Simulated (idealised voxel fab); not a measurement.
A process module follows: voxel capacitor over wiring.
The cross-section on display is named cut; it measures 250 nm wide, and its cells are 5 nm squares.
If you're reading a cross-section in this doc, picture square cells in a grid; it comes to you as bands, top ones listed first down to the bottom, and a band can be one or more rows of cells.
Each band's line starts with the height of the band's top and of its bottom, in nm. Then come its materials from left to right, each with its width in nm. One material with "everywhere" fills the band from edge to edge. "empty" is empty space.
Note: height 0 marks the level under which the wafer is uniformly one material as received. Lowest band unbounded below, written "z 0 and below".
With a width like "30..40", each row of cells in the band differs from the next by the same amount, the top row carrying the first number and the bottom row the second.
What does "no modification" mean for a step? It means no cell of the cross-section changed in that step.
The list in "Voids, fully enclosed" covers empty spaces of 8 cells or more that cannot reach the top through any open way, and it gives each as width x height at distance; the distance is from the left edge, and width, height and distance are in nm.
On each step's line, the part that comes after the settings is the simulator's own comment on the step.
On any step carrying a mask, the "overlay nm" setting, if present on the step's line, tells how far right of its planned place the mask lay; negative values point to the left.

Set out below are the planned steps of the process
1 op RECEIVE | material Si
2 op CONFORMAL_DEP | material SiO2 | thk nm 10
3 op CONFORMAL_DEP | material SiCN | thk nm 5
4 op DIRECTIONAL_DEP | material lowk | thk nm 20
5 op PATTERN | tone open | mask id METAL_1 | material resist | width nm 30 | pitch nm 100 | thk nm 15 | overlay nm 0
6 op DIRECTIONAL_ETCH | etch materials lowk | depth nm 20
7 op DIRECTIONAL_ETCH | etch materials SiCN | depth nm 5
8 op STRIP | etch materials resist
9 op CONFORMAL_DEP | material TiN | thk nm 5
10 op FILL_DEP | material W | thk nm 5
11 op CMP | height nm 35
12 op CONFORMAL_DEP | material SiCN | thk nm 5
13 op DIRECTIONAL_DEP | material lowk | thk nm 10
14 op PATTERN | tone open | mask id PLUG_1 | material resist | width nm 15 | thk nm 20 | overlay nm 0
15 op DIRECTIONAL_ETCH | etch materials lowk | depth nm 10
16 op DIRECTIONAL_ETCH | etch materials SiCN | depth nm 5
17 op STRIP | etch materials resist
18 op EPI | material Ru | thk nm 10
19 op EPI | material Ru | thk nm 5
20 op DIRECTIONAL_DEP | material TiN | thk nm 5
21 op DIRECTIONAL_DEP | material HfO2 | thk nm 5
22 op DIRECTIONAL_DEP | material TiN | thk nm 10
23 op DIRECTIONAL_DEP | material aC | thk nm 10
24 op PATTERN | tone cover | mask id UPPER_PLATE | material resist | width nm 75 | thk nm 30 | overlay nm 0
25 op DIRECTIONAL_ETCH | etch materials aC | depth nm 10
26 op STRIP | etch materials resist
27 op DIRECTIONAL_ETCH | etch materials TiN | depth nm 10
28 op DIRECTIONAL_ETCH | etch materials HfO2 | depth nm 5
29 op STRIP | etch materials aC
30 op DIRECTIONAL_DEP | material aC | thk nm 15
31 op PATTERN | tone cover | mask id LOWER_PLATE | material resist | width nm 85 | thk nm 30 | overlay nm 0
32 op DIRECTIONAL_ETCH | etch materials aC | depth nm 15
33 op STRIP | etch materials resist
34 op DIRECTIONAL_ETCH | etch materials TiN | depth nm 5
35 op STRIP | etch materials aC
36 op FILL_DEP | material SiO2 | thk nm 15
37 op CMP | height nm 80
38 op DIRECTIONAL_DEP | material aC | thk nm 10
39 op PATTERN | tone open | mask id PLUG_2 | material resist | width nm 15 | thk nm 25 | overlay nm 0
40 op DIRECTIONAL_ETCH | etch materials aC | depth nm 10
41 op STRIP | etch materials resist
42 op DIRECTIONAL_ETCH | etch materials SiO2 | depth nm 10
43 op STRIP | etch materials aC
44 op CONFORMAL_DEP | material TiN | thk nm 5
45 op FILL_DEP | material W | thk nm 5
46 op CMP | height nm 80
47 op CONFORMAL_DEP | material SiCN | thk nm 5

The first of two wafers, run as planned

Wafer as received: cross-section following step 1
    z 0 and below  Si everywhere
    Voids, fully enclosed: none

after step 2
    z 10 to 0  SiO2 everywhere
    Heights below 0 show no change.

after step 3
    z 15 to 10  SiCN everywhere
    Heights below 10 show no change.

after step 4
    z 35 to 15  lowk everywhere
    Heights below 15 show no change.

after step 5
    z 50 to 35  60 of resist / 30 of empty / 70 of resist / 30 of empty / 60 of resist
    Heights below 35 show no change.

after step 6
    z 50 to 35  60 of resist / 30 of empty / 70 of resist / 30 of empty / 60 of resist
    z 35 to 15  60 of lowk / 30 of empty / 70 of lowk / 30 of empty / 60 of lowk
    Heights below 15 show no change.

after step 7
    z 50 to 35  60 of resist / 30 of empty / 70 of resist / 30 of empty / 60 of resist
    z 35 to 15  60 of lowk / 30 of empty / 70 of lowk / 30 of empty / 60 of lowk
    z 15 to 10  60 of SiCN / 30 of empty / 70 of SiCN / 30 of empty / 60 of SiCN
    Heights below 10 show no change.

after step 8
    z 35 to 15  60 of lowk / 30 of empty / 70 of lowk / 30 of empty / 60 of lowk
    Heights below 15 show no change.

after step 9
    z 40 to 35  65 of TiN / 20 of empty / 80 of TiN / 20 of empty / 65 of TiN
    z 35 to 15  60 of lowk / 5 of TiN / 20 of empty / 5 of TiN / 70 of lowk / 5 of TiN / 20 of empty / 5 of TiN / 60 of lowk
    z 15 to 10  60 of SiCN / 30 of TiN / 70 of SiCN / 30 of TiN / 60 of SiCN
    Heights below 10 show no change.

after step 10
    z 45 to 40  W everywhere
    z 40 to 35  65 of TiN / 20 of W / 80 of TiN / 20 of W / 65 of TiN
    z 35 to 15  60 of lowk / 5 of TiN / 20 of W / 5 of TiN / 70 of lowk / 5 of TiN / 20 of W / 5 of TiN / 60 of lowk
    Heights below 15 show no change.

after step 11
    z 35 to 15  60 of lowk / 5 of TiN / 20 of W / 5 of TiN / 70 of lowk / 5 of TiN / 20 of W / 5 of TiN / 60 of lowk
    Heights below 15 show no change.

after step 12
    z 40 to 35  SiCN everywhere
    Heights below 35 show no change.

after step 13
    z 50 to 40  lowk everywhere
    Heights below 40 show no change.

after step 14
    z 70 to 50  75 of resist / 15 of empty / 160 of resist
    Heights below 50 show no change.

after step 15
    z 70 to 50  75 of resist / 15 of empty / 160 of resist
    z 50 to 40  75 of lowk / 15 of empty / 160 of lowk
    Heights below 40 show no change.

after step 16
    z 70 to 50  75 of resist / 15 of empty / 160 of resist
    z 50 to 40  75 of lowk / 15 of empty / 160 of lowk
    z 40 to 35  75 of SiCN / 15 of empty / 160 of SiCN
    Heights below 35 show no change.

after step 17
    z 50 to 40  75 of lowk / 15 of empty / 160 of lowk
    Heights below 40 show no change.

after step 18
    z 50 to 45  75 of lowk / 15 of empty / 160 of lowk
    z 45 to 40  75 of lowk / 15 of Ru / 160 of lowk
    z 40 to 35  75 of SiCN / 15 of Ru / 160 of SiCN
    Heights below 35 show no change.

after step 19
    z 50 to 40  75 of lowk / 15 of Ru / 160 of lowk
    Heights below 40 show no change.

after step 20
    z 55 to 50  TiN everywhere
    Heights below 50 show no change.

after step 21
    z 60 to 55  HfO2 everywhere
    Heights below 55 show no change.

after step 22
    z 70 to 60  TiN everywhere
    Heights below 60 show no change.

after step 23
    z 80 to 70  aC everywhere
    Heights below 70 show no change.

after step 24
    z 110 to 80  75 of empty / 75 of resist / 100 of empty
    Heights below 80 show no change.

after step 25
    z 100 to 80  75 of empty / 75 of resist / 100 of empty
    z 80 to 70  75 of empty / 75 of aC / 100 of empty
    Heights below 70 show no change.

after step 26
    z 80 to 70  75 of empty / 75 of aC / 100 of empty
    Heights below 70 show no change.

after step 27
    z 80 to 70  75 of empty / 75 of aC / 100 of empty
    z 70 to 60  75 of empty / 75 of TiN / 100 of empty
    Heights below 60 show no change.

after step 28
    z 80 to 70  75 of empty / 75 of aC / 100 of empty
    z 70 to 60  75 of empty / 75 of TiN / 100 of empty
    z 60 to 55  75 of empty / 75 of HfO2 / 100 of empty
    Heights below 55 show no change.

after step 29
    z 70 to 60  75 of empty / 75 of TiN / 100 of empty
    Heights below 60 show no change.

after step 30
    z 85 to 70  75 of empty / 75 of aC / 100 of empty
    z 70 to 60  75 of aC / 75 of TiN / 100 of aC
    z 60 to 55  75 of aC / 75 of HfO2 / 100 of aC
    Heights below 55 show no change.

after step 31
    z 115 to 85  70 of empty / 85 of resist / 95 of empty
    z 85 to 70  70 of empty / 5 of resist / 75 of aC / 5 of resist / 95 of empty
    Heights below 70 show no change.

after step 32
    z 100 to 85  70 of empty / 85 of resist / 95 of empty
    z 85 to 70  70 of empty / 5 of resist / 75 of aC / 5 of resist / 95 of empty
    z 70 to 60  70 of empty / 5 of aC / 75 of TiN / 5 of aC / 95 of empty
    z 60 to 55  70 of empty / 5 of aC / 75 of HfO2 / 5 of aC / 95 of empty
    Heights below 55 show no change.

after step 33
    z 85 to 70  75 of empty / 75 of aC / 100 of empty
    Heights below 70 show no change.

after step 34
    z 85 to 70  75 of empty / 75 of aC / 100 of empty
    z 70 to 60  70 of empty / 5 of aC / 75 of TiN / 5 of aC / 95 of empty
    z 60 to 55  70 of empty / 5 of aC / 75 of HfO2 / 5 of aC / 95 of empty
    z 55 to 50  70 of empty / 85 of TiN / 95 of empty
    Heights below 50 show no change.

after step 35
    z 70 to 60  75 of empty / 75 of TiN / 100 of empty
    z 60 to 55  75 of empty / 75 of HfO2 / 100 of empty
    Heights below 55 show no change.

after step 36
    z 85 to 70  SiO2 everywhere
    z 70 to 60  75 of SiO2 / 75 of TiN / 100 of SiO2
    z 60 to 55  75 of SiO2 / 75 of HfO2 / 100 of SiO2
    z 55 to 50  70 of SiO2 / 85 of TiN / 95 of SiO2
    Heights below 50 show no change.

after step 37
    z 80 to 70  SiO2 everywhere
    Heights below 70 show no change.

after step 38
    z 90 to 80  aC everywhere
    Heights below 80 show no change.

after step 39
    z 115 to 90  85 of resist / 15 of empty / 150 of resist
    Heights below 90 show no change.

after step 40
    z 105 to 90  85 of resist / 15 of empty / 150 of resist
    z 90 to 80  85 of aC / 15 of empty / 150 of aC
    Heights below 80 show no change.

after step 41
    z 90 to 80  85 of aC / 15 of empty / 150 of aC
    Heights below 80 show no change.

after step 42
    z 90 to 80  85 of aC / 15 of empty / 150 of aC
    z 80 to 70  85 of SiO2 / 15 of empty / 150 of SiO2
    Heights below 70 show no change.

after step 43
    z 80 to 70  85 of SiO2 / 15 of empty / 150 of SiO2
    Heights below 70 show no change.

after step 44
    z 85 to 80  90 of TiN / 5 of empty / 155 of TiN
    z 80 to 75  85 of SiO2 / 5 of TiN / 5 of empty / 5 of TiN / 150 of SiO2
    z 75 to 70  85 of SiO2 / 15 of TiN / 150 of SiO2
    Heights below 70 show no change.

after step 45
    z 90 to 85  W everywhere
    z 85 to 80  90 of TiN / 5 of W / 155 of TiN
    z 80 to 75  85 of SiO2 / 5 of TiN / 5 of W / 5 of TiN / 150 of SiO2
    Heights below 75 show no change.

after step 46
    z 80 to 75  85 of SiO2 / 5 of TiN / 5 of W / 5 of TiN / 150 of SiO2
    Heights below 75 show no change.

after step 47
    z 85 to 80  SiCN everywhere
    Heights below 80 show no change.

Companion wafer, the second of two: same beginning, same intended sequence, one mistake in carrying it out; through step 2 inclusive it tracks the first exactly

Second wafer cross-section, taken as of the time the plan sets for step 3 to be done
    z 30 to 10  lowk everywhere
    Heights below 10 show no change.

Second wafer cross-section, taken as of the time the plan sets for step 4 to be done
    z 35 to 30  SiCN everywhere
    Heights below 30 show no change.

Second wafer cross-section, taken as of the time the plan sets for step 5 to be done
    z 50 to 35  60 of resist / 30 of empty / 70 of resist / 30 of empty / 60 of resist
    Heights below 35 show no change.

Second wafer cross-section, taken as of the time the plan sets for step 6 to be done: no modification

Second wafer cross-section, taken as of the time the plan sets for step 7 to be done
    z 50 to 35  60 of resist / 30 of empty / 70 of resist / 30 of empty / 60 of resist
    z 35 to 30  60 of SiCN / 30 of empty / 70 of SiCN / 30 of empty / 60 of SiCN
    Heights below 30 show no change.

Second wafer cross-section, taken as of the time the plan sets for step 8 to be done
    z 35 to 30  60 of SiCN / 30 of empty / 70 of SiCN / 30 of empty / 60 of SiCN
    Heights below 30 show no change.

Second wafer cross-section, taken as of the time the plan sets for step 9 to be done
    z 40 to 35  65 of TiN / 20 of empty / 80 of TiN / 20 of empty / 65 of TiN
    z 35 to 30  60 of SiCN / 30 of TiN / 70 of SiCN / 30 of TiN / 60 of SiCN
    Heights below 30 show no change.

Second wafer cross-section, taken as of the time the plan sets for step 10 to be done
    z 45 to 40  W everywhere
    z 40 to 35  65 of TiN / 20 of W / 80 of TiN / 20 of W / 65 of TiN
    Heights below 35 show no change.

Second wafer cross-section, taken as of the time the plan sets for step 11 to be done
    z 35 to 30  60 of SiCN / 30 of TiN / 70 of SiCN / 30 of TiN / 60 of SiCN
    Heights below 30 show no change.

Second wafer cross-section, taken as of the time the plan sets for step 12 to be done
    z 40 to 35  SiCN everywhere
    Heights below 35 show no change.

Second wafer cross-section, taken as of the time the plan sets for step 13 to be done
    z 50 to 40  lowk everywhere
    Heights below 40 show no change.

Second wafer cross-section, taken as of the time the plan sets for step 14 to be done
    z 70 to 50  75 of resist / 15 of empty / 160 of resist
    Heights below 50 show no change.

Second wafer cross-section, taken as of the time the plan sets for step 15 to be done
    z 70 to 50  75 of resist / 15 of empty / 160 of resist
    z 50 to 40  75 of lowk / 15 of empty / 160 of lowk
    Heights below 40 show no change.

Second wafer cross-section, taken as of the time the plan sets for step 16 to be done
    z 70 to 50  75 of resist / 15 of empty / 160 of resist
    z 50 to 40  75 of lowk / 15 of empty / 160 of lowk
    z 40 to 35  75 of SiCN / 15 of empty / 160 of SiCN
    Heights below 35 show no change.

Second wafer cross-section, taken as of the time the plan sets for step 17 to be done
    z 50 to 40  75 of lowk / 15 of empty / 160 of lowk
    Heights below 40 show no change.

Second wafer cross-section, taken as of the time the plan sets for step 18 to be done
    z 50 to 45  75 of lowk / 15 of empty / 160 of lowk
    z 45 to 40  75 of lowk / 15 of Ru / 160 of lowk
    z 40 to 35  75 of SiCN / 15 of Ru / 160 of SiCN
    Heights below 35 show no change.

Second wafer cross-section, taken as of the time the plan sets for step 19 to be done
    z 50 to 40  75 of lowk / 15 of Ru / 160 of lowk
    Heights below 40 show no change.

Second wafer cross-section, taken as of the time the plan sets for step 20 to be done
    z 55 to 50  TiN everywhere
    Heights below 50 show no change.

Second wafer cross-section, taken as of the time the plan sets for step 21 to be done
    z 60 to 55  HfO2 everywhere
    Heights below 55 show no change.

Second wafer cross-section, taken as of the time the plan sets for step 22 to be done
    z 70 to 60  TiN everywhere
    Heights below 60 show no change.

Second wafer cross-section, taken as of the time the plan sets for step 23 to be done
    z 80 to 70  aC everywhere
    Heights below 70 show no change.

Second wafer cross-section, taken as of the time the plan sets for step 24 to be done
    z 110 to 80  75 of empty / 75 of resist / 100 of empty
    Heights below 80 show no change.

Second wafer cross-section, taken as of the time the plan sets for step 25 to be done
    z 100 to 80  75 of empty / 75 of resist / 100 of empty
    z 80 to 70  75 of empty / 75 of aC / 100 of empty
    Heights below 70 show no change.

Second wafer cross-section, taken as of the time the plan sets for step 26 to be done
    z 80 to 70  75 of empty / 75 of aC / 100 of empty
    Heights below 70 show no change.

Second wafer cross-section, taken as of the time the plan sets for step 27 to be done
    z 80 to 70  75 of empty / 75 of aC / 100 of empty
    z 70 to 60  75 of empty / 75 of TiN / 100 of empty
    Heights below 60 show no change.

Second wafer cross-section, taken as of the time the plan sets for step 28 to be done
    z 80 to 70  75 of empty / 75 of aC / 100 of empty
    z 70 to 60  75 of empty / 75 of TiN / 100 of empty
    z 60 to 55  75 of empty / 75 of HfO2 / 100 of empty
    Heights below 55 show no change.

Second wafer cross-section, taken as of the time the plan sets for step 29 to be done
    z 70 to 60  75 of empty / 75 of TiN / 100 of empty
    Heights below 60 show no change.

Second wafer cross-section, taken as of the time the plan sets for step 30 to be done
    z 85 to 70  75 of empty / 75 of aC / 100 of empty
    z 70 to 60  75 of aC / 75 of TiN / 100 of aC
    z 60 to 55  75 of aC / 75 of HfO2 / 100 of aC
    Heights below 55 show no change.

Second wafer cross-section, taken as of the time the plan sets for step 31 to be done
    z 115 to 85  70 of empty / 85 of resist / 95 of empty
    z 85 to 70  70 of empty / 5 of resist / 75 of aC / 5 of resist / 95 of empty
    Heights below 70 show no change.

Second wafer cross-section, taken as of the time the plan sets for step 32 to be done
    z 100 to 85  70 of empty / 85 of resist / 95 of empty
    z 85 to 70  70 of empty / 5 of resist / 75 of aC / 5 of resist / 95 of empty
    z 70 to 60  70 of empty / 5 of aC / 75 of TiN / 5 of aC / 95 of empty
    z 60 to 55  70 of empty / 5 of aC / 75 of HfO2 / 5 of aC / 95 of empty
    Heights below 55 show no change.

Second wafer cross-section, taken as of the time the plan sets for step 33 to be done
    z 85 to 70  75 of empty / 75 of aC / 100 of empty
    Heights below 70 show no change.

Second wafer cross-section, taken as of the time the plan sets for step 34 to be done
    z 85 to 70  75 of empty / 75 of aC / 100 of empty
    z 70 to 60  70 of empty / 5 of aC / 75 of TiN / 5 of aC / 95 of empty
    z 60 to 55  70 of empty / 5 of aC / 75 of HfO2 / 5 of aC / 95 of empty
    z 55 to 50  70 of empty / 85 of TiN / 95 of empty
    Heights below 50 show no change.

Second wafer cross-section, taken as of the time the plan sets for step 35 to be done
    z 70 to 60  75 of empty / 75 of TiN / 100 of empty
    z 60 to 55  75 of empty / 75 of HfO2 / 100 of empty
    Heights below 55 show no change.

Second wafer cross-section, taken as of the time the plan sets for step 36 to be done
    z 85 to 70  SiO2 everywhere
    z 70 to 60  75 of SiO2 / 75 of TiN / 100 of SiO2
    z 60 to 55  75 of SiO2 / 75 of HfO2 / 100 of SiO2
    z 55 to 50  70 of SiO2 / 85 of TiN / 95 of SiO2
    Heights below 50 show no change.

Second wafer cross-section, taken as of the time the plan sets for step 37 to be done
    z 80 to 70  SiO2 everywhere
    Heights below 70 show no change.

Second wafer cross-section, taken as of the time the plan sets for step 38 to be done
    z 90 to 80  aC everywhere
    Heights below 80 show no change.

Second wafer cross-section, taken as of the time the plan sets for step 39 to be done
    z 115 to 90  85 of resist / 15 of empty / 150 of resist
    Heights below 90 show no change.

Second wafer cross-section, taken as of the time the plan sets for step 40 to be done
    z 105 to 90  85 of resist / 15 of empty / 150 of resist
    z 90 to 80  85 of aC / 15 of empty / 150 of aC
    Heights below 80 show no change.

Second wafer cross-section, taken as of the time the plan sets for step 41 to be done
    z 90 to 80  85 of aC / 15 of empty / 150 of aC
    Heights below 80 show no change.

Second wafer cross-section, taken as of the time the plan sets for step 42 to be done
    z 90 to 80  85 of aC / 15 of empty / 150 of aC
    z 80 to 70  85 of SiO2 / 15 of empty / 150 of SiO2
    Heights below 70 show no change.

Second wafer cross-section, taken as of the time the plan sets for step 43 to be done
    z 80 to 70  85 of SiO2 / 15 of empty / 150 of SiO2
    Heights below 70 show no change.

Second wafer cross-section, taken as of the time the plan sets for step 44 to be done
    z 85 to 80  90 of TiN / 5 of empty / 155 of TiN
    z 80 to 75  85 of SiO2 / 5 of TiN / 5 of empty / 5 of TiN / 150 of SiO2
    z 75 to 70  85 of SiO2 / 15 of TiN / 150 of SiO2
    Heights below 70 show no change.

Second wafer cross-section, taken as of the time the plan sets for step 45 to be done
    z 90 to 85  W everywhere
    z 85 to 80  90 of TiN / 5 of W / 155 of TiN
    z 80 to 75  85 of SiO2 / 5 of TiN / 5 of W / 5 of TiN / 150 of SiO2
    Heights below 75 show no change.

Second wafer cross-section, taken as of the time the plan sets for step 46 to be done
    z 80 to 75  85 of SiO2 / 5 of TiN / 5 of W / 5 of TiN / 150 of SiO2
    Heights below 75 show no change.

Second wafer cross-section, taken as of the time the plan sets for step 47 to be done
    z 85 to 80  SiCN everywhere
    Heights below 80 show no change.
Which mistake was made when the wafer was run? mixed up steps 3 and 4 - ran each in the other's place
Heads up, by the end the second wafer has more or fewer cells of some materials compared to the first: 16 fewer of TiN | 32 fewer of W | 48 more of lowk
